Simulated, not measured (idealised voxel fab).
process module | voxel self aligned contacts
cross-section cut | 160 nm wide | cells 5 nm
A cross-section is a grid of square cells, given in bands from the top down. A band is one or more rows of cells.
Each band's line starts with the height of the band's top and of its bottom, in nm. Then come its materials from left to right, each with its width in nm. One material with "throughout" fills the band from edge to edge. "air" is empty space.
Height 0 is the level under which the wafer as received is all one material. The lowest band goes on downwards, as in "0 down".
A width such as "30 to 40" changes by the same amount from each row of cells to the next, from the band's top row to its bottom row.
"no change" after a step means that no cell of the cross-section changed.
closed voids: empty space of 8 cells or more with no open way to the top, each as width x height at its distance from the left edge, in nm
after a step's settings: what the simulator itself notes on the step
overlay nm, on a step with a mask: how far to the right of its planned place the mask lay; to the left if negative
plan
1 op RECEIVE | material Si
2 op OXIDIZE | depth nm 5
3 op DIRECTIONAL_DEP | material polySi | thk nm 30
4 op DIRECTIONAL_DEP | material SiN | thk nm 25
5 op PATTERN | tone cover | mask id GATE | material resist | width nm 35 | pitch nm 70 | thk nm 20 | overlay nm 0
6 op DIRECTIONAL_ETCH | etch materials SiN | depth nm 25
7 op DIRECTIONAL_ETCH | etch materials polySi | depth nm 30
8 op STRIP | etch materials resist
9 op CONFORMAL_DEP | material SiN | thk nm 10
10 op DIRECTIONAL_ETCH | etch materials SiN | depth nm 10
11 op FILL_DEP | material SiO2 | thk nm 15
12 op CMP | height nm 65
13 op DIRECTIONAL_DEP | material aC | thk nm 15
14 op PATTERN | tone open | mask id CONTACT | material resist | width nm 45 | thk nm 35 | overlay nm 0
15 op DIRECTIONAL_ETCH | etch materials aC | depth nm 15
16 op STRIP | etch materials resist
17 op DIRECTIONAL_ETCH | etch materials SiO2 | depth nm 70
18 op STRIP | etch materials aC
19 op CONFORMAL_DEP | material TiN | thk nm 5
20 op FILL_DEP | material W | thk nm 10
21 op CMP | height nm 65
22 op CONFORMAL_DEP | material SiN | thk nm 5
as received, after step 1
  0 down: Si throughout
  closed voids: none
a wafer at the end: this start, this plan, one mistake
  70 to 65: SiN throughout
  65 to 55: SiO2 50 | TiN 5 to 25 | W 35 to 5 | TiN 5 to 15 | SiO2 65
  55 to 30: SiO2 15 | SiN 55 | TiN 5 | W 5 | TiN 5 | SiN 55 | SiO2 20
  30 to 0: SiO2 15 | SiN 10 | polySi 35 | SiN 10 | TiN 5 | W 5 | TiN 5 | SiN 10 | polySi 35 | SiN 10 | SiO2 20
  0 to -5: SiO2 70 | TiN 15 | SiO2 75
  -5 down: Si throughout
  closed voids: none
what went wrong: step 14 ran as: op PATTERN | tone open | mask id CONTACT | material resist | width nm 45 | thk nm 35 | overlay nm -5
